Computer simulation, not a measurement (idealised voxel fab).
You're looking at the process module voxel plated lines.
The figure presents cross-section cut, which has a width of 260 nm and is divided into square cells with an edge length of 5 nm.
Cross-section spec: square-cell grid; bands listed top down; each band is one or more rows.
Heights first: top, then bottom, in nm. Then materials, left to right, each with a width in nm. "everywhere" on a single material: fills the band edge to edge. "air": empty space.
Counting heights begins at 0, where everything beneath is, in the wafer as received, one material. The lowest band has no bottom; it goes on downwards, as "top 0, no bottom" shows.
The notation "30..40" denotes a width that varies across the rows of cells in the band, beginning at the first number in the top row, finishing at the second number in the bottom row, and changing by an identical amount from each row to the next.
Take "nothing different" at face value: in the step it is given for, the cross-section changed in none of its cells.
"Voids, enclosed": empty spaces of 8 cells or more with no open way to the top, each given as width x height at distance, distance from the left edge, all in nm.
The remark found on a step's line after its settings is issued by the simulator itself and pertains to that step.
The line of a step may include "overlay nm". On a step with a mask, this value is how far to the right of its planned place the mask lay. A negative value means the mask lay to the left.

Set out below are the planned steps of the process:
| 1 | op RECEIVE | material Si |
| 2 | op CONFORMAL_DEP | material Al2O3 | thk nm 10 |
| 3 | op DIRECTIONAL_DEP | material TiN | thk nm 5 |
| 4 | op PATTERN | tone open | mask id LINES | material resist | width nm 20 | pitch nm 40 | thk nm 35 | overlay nm 0 |
| 5 | op EPI | material Ru | thk nm 10 |
| 6 | op EPI | material Ru | thk nm 5 |
| 7 | op EPI | material Ru | thk nm 10 |
| 8 | op STRIP | etch materials resist |
| 9 | op DIRECTIONAL_ETCH | etch materials TiN | depth nm 5 |
| 10 | op CONFORMAL_DEP | material SiO2 | thk nm 10 |

Incoming wafer, cross-sectional view, post step 1:
* top 0, no bottom = Si everywhere
* Voids, enclosed: none

Wafer cross-section at module end: first of two, run to plan:
* top 50, bottom 40 = 50 of air; 160 of SiO2; 50 of air
* top 40, bottom 20 = 50 of air; 10 of SiO2; 20 of Ru; 20 of SiO2; 20 of Ru; 20 of SiO2; 20 of Ru; 20 of SiO2; 20 of Ru; 10 of SiO2; 50 of air
* top 20, bottom 15 = 60 of SiO2; 20 of Ru; 20 of SiO2; 20 of Ru; 20 of SiO2; 20 of Ru; 20 of SiO2; 20 of Ru; 60 of SiO2
* top 15, bottom 10 = 60 of SiO2; 20 of TiN; 20 of SiO2; 20 of TiN; 20 of SiO2; 20 of TiN; 20 of SiO2; 20 of TiN; 60 of SiO2
* top 10, bottom 0 = Al2O3 everywhere
* top 0, no bottom = Si everywhere
* Voids, enclosed: none

Second wafer of the two, sectioned at the end of the module. It began like the first and followed the same plan, but one mistake was made while running it:
* top 45, bottom 40 = 55 of air; 30 of SiO2; 10 of air; 30 of SiO2; 10 of air; 30 of SiO2; 10 of air; 30 of SiO2; 55 of air
* top 40, bottom 15 = 55 of air; 5 of SiO2; 20 of Ru; 5 of SiO2; 10 of air; 5 of SiO2; 20 of Ru; 5 of SiO2; 10 of air; 5 of SiO2; 20 of Ru; 5 of SiO2; 10 of air; 5 of SiO2; 20 of Ru; 5 of SiO2; 55 of air
* top 15, bottom 10 = 60 of SiO2; 20 of TiN; 20 of SiO2; 20 of TiN; 20 of SiO2; 20 of TiN; 20 of SiO2; 20 of TiN; 60 of SiO2
* top 10, bottom 0 = Al2O3 everywhere
* top 0, no bottom = Si everywhere
* Voids, enclosed: none
Heads up, the wafer didn't run the way we planned it: step 10 deviated from plan and actually ran as op CONFORMAL_DEP | material SiO2 | thk nm 5
Final cells, second wafer relative to first, materials higher or lower: SiO2: 100 fewer
